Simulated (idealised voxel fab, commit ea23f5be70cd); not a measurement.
The following process module bears the name voxel self aligned vias.
cross-section cut | 245 nm wide | cells 5 nm
If you're reading a cross-section in this doc, picture square cells in a grid; it comes to you as bands, top ones listed first down to the bottom, and a band can be one or more rows of cells.
Look at the band entry: it leads with the top's height and the bottom's height in nm. Then it lists the materials left to right, with a width in nm for each. The word "full width" on a single material says that material fills the band edge to edge. The word "blank" is empty space.
The reference from which all heights are counted is 0, the level beneath which the as-received wafer is entirely one material; the lowest band, having no lower bound, proceeds downward and is written after the example "0 -> down".
Quick explanation for "30..40": the width changes in equal steps down the rows of cells, from the first number in the band's top row to the second number in its bottom row.
Given "remained unchanged" for a step, no cell of the cross-section differs between before and after that step.
Any empty space of 8 cells or more lacking an open way to the top shows up in "Enclosed internal cavities" as width x height at distance, distance from the left edge, in nm.
Past the settings on a step's line: simulator remark, on that step.
overlay nm: how far to the right of its planned place the mask lay on this masked step (negative: to the left).
## Planned process steps
| 1 | RECEIVE: material Si |
| 2 | CONFORMAL_DEP: material SiO2, thk nm 15 |
| 3 | CONFORMAL_DEP: material SiCN, thk nm 5 |
| 4 | DIRECTIONAL_DEP: material SiO2, thk nm 20 |
| 5 | MASKED_ETCH: tone open, mask id LINES, width nm 25, pitch nm 60, etch materials SiO2, depth nm 20, overlay nm 0 |
| 6 | CONFORMAL_DEP: material TiN, thk nm 5 |
| 7 | FILL_DEP: material W, thk nm 10 |
| 8 | CMP: height nm 40 |
| 9 | SELECTIVE_ETCH: etch materials W Ru TiN, depth nm 10 |
| 10 | FILL_DEP: material SiN, thk nm 5 |
| 11 | CMP: height nm 40 |
| 12 | DIRECTIONAL_DEP: material SiO2, thk nm 15 |
| 13 | MASKED_ETCH: tone open, mask id VIAS, width nm 45, pitch nm 60, etch materials SiO2, depth nm 15, overlay nm 0 |
| 14 | MASKED_ETCH: tone open, mask id VIAS, width nm 45, pitch nm 60, etch materials SiN, depth nm 10, overlay nm 0 |
| 15 | CONFORMAL_DEP: material TiN, thk nm 5 |
| 16 | FILL_DEP: material Cu, thk nm 10 |
| 17 | CMP: height nm 55 |
| 18 | CONFORMAL_DEP: material SiCN, thk nm 5 |
## First wafer out of two, processed as planned
## Wafer at receipt (post step 1), cross-section
* 0 -> down: Si full width
* Enclosed internal cavities: none
## Step 2 done - wafer cross-section
* 15 -> 0: SiO2 full width
* Under the height 0 nothing was changed.
## Step 3 done - wafer cross-section
* 20 -> 15: SiCN full width
* Under the height 15 nothing was changed.
## Step 4 done - wafer cross-section
* 40 -> 20: SiO2 full width
* Under the height 20 nothing was changed.
## Step 5 done - wafer cross-section
* 40 -> 20: SiO2 (80), then blank (25), then SiO2 (35), then blank (25), then SiO2 (80)
* Under the height 20 nothing was changed.
## Step 6 done - wafer cross-section
* 45 -> 40: TiN (85), then blank (15), then TiN (45), then blank (15), then TiN (85)
* 40 -> 25: SiO2 (80), then TiN (5), then blank (15), then TiN (5), then SiO2 (35), then TiN (5), then blank (15), then TiN (5), then SiO2 (80)
* 25 -> 20: SiO2 (80), then TiN (25), then SiO2 (35), then TiN (25), then SiO2 (80)
* Under the height 20 nothing was changed.
## Step 7 done - wafer cross-section
* 55 -> 45: W full width
* 45 -> 40: TiN (85), then W (15), then TiN (45), then W (15), then TiN (85)
* 40 -> 25: SiO2 (80), then TiN (5), then W (15), then TiN (5), then SiO2 (35), then TiN (5), then W (15), then TiN (5), then SiO2 (80)
* Under the height 25 nothing was changed.
## Step 8 done - wafer cross-section
* 40 -> 25: SiO2 (80), then TiN (5), then W (15), then TiN (5), then SiO2 (35), then TiN (5), then W (15), then TiN (5), then SiO2 (80)
* Under the height 25 nothing was changed.
## Step 9 done - wafer cross-section
* 40 -> 30: SiO2 (80), then blank (25), then SiO2 (35), then blank (25), then SiO2 (80)
* Under the height 30 nothing was changed.
## Step 10 done - wafer cross-section
* 45 -> 40: SiN full width
* 40 -> 30: SiO2 (80), then SiN (25), then SiO2 (35), then SiN (25), then SiO2 (80)
* Under the height 30 nothing was changed.
## Step 11 done - wafer cross-section
* 40 -> 30: SiO2 (80), then SiN (25), then SiO2 (35), then SiN (25), then SiO2 (80)
* Under the height 30 nothing was changed.
## Step 12 done - wafer cross-section
* 55 -> 40: SiO2 full width
* Under the height 40 nothing was changed.
## Step 13 done - wafer cross-section
* 55 -> 40: SiO2 (70), then blank (45), then SiO2 (15), then blank (45), then SiO2 (70)
* Under the height 40 nothing was changed.
## Step 14 done - wafer cross-section
* 55 -> 40: SiO2 (70), then blank (45), then SiO2 (15), then blank (45), then SiO2 (70)
* 40 -> 30: SiO2 (80), then blank (25), then SiO2 (35), then blank (25), then SiO2 (80)
* Under the height 30 nothing was changed.
## Step 15 done - wafer cross-section
* 60 -> 55: TiN (75), then blank (35), then TiN (25), then blank (35), then TiN (75)
* 55 -> 45: SiO2 (70), then TiN (5), then blank (35), then TiN (5), then SiO2 (15), then TiN (5), then blank (35), then TiN (5), then SiO2 (70)
* 45 -> 35: SiO2 (70..80), then TiN (15..5), then blank (15), then TiN (15..5), then SiO2 (15..35), then TiN (15..5), then blank (15), then TiN (15..5), then SiO2 (70..80)
* 35 -> 30: SiO2 (80), then TiN (25), then SiO2 (35), then TiN (25), then SiO2 (80)
* Under the height 30 nothing was changed.
## Step 16 done - wafer cross-section
* 70 -> 60: Cu full width
* 60 -> 55: TiN (75), then Cu (35), then TiN (25), then Cu (35), then TiN (75)
* 55 -> 45: SiO2 (70), then TiN (5), then Cu (35), then TiN (5), then SiO2 (15), then TiN (5), then Cu (35), then TiN (5), then SiO2 (70)
* 45 -> 35: SiO2 (70..80), then TiN (15..5), then Cu (15), then TiN (15..5), then SiO2 (15..35), then TiN (15..5), then Cu (15), then TiN (15..5), then SiO2 (70..80)
* Under the height 35 nothing was changed.
## Step 17 done - wafer cross-section
* 55 -> 45: SiO2 (70), then TiN (5), then Cu (35), then TiN (5), then SiO2 (15), then TiN (5), then Cu (35), then TiN (5), then SiO2 (70)
* Under the height 45 nothing was changed.
## Step 18 done - wafer cross-section
* 60 -> 55: SiCN full width
* Under the height 55 nothing was changed.
## What follows concerns the second wafer, which started out like the first and was meant to follow the very same plan; one mistake crept in when it was run, but everything up to and including step 16 is the same as for the first wafer
Second wafer, cross-section, planned end of step 17: remained unchanged
## Second wafer, cross-section, planned end of step 18
* 75 -> 70: SiCN full width
* Under the height 70 nothing was changed.
So what did we get wrong on this run? not run: step 17 of the plan (skipped)
Final wafer comparison in cells, second versus first, more or fewer per material: Cu: 112 more, TiN: 35 more
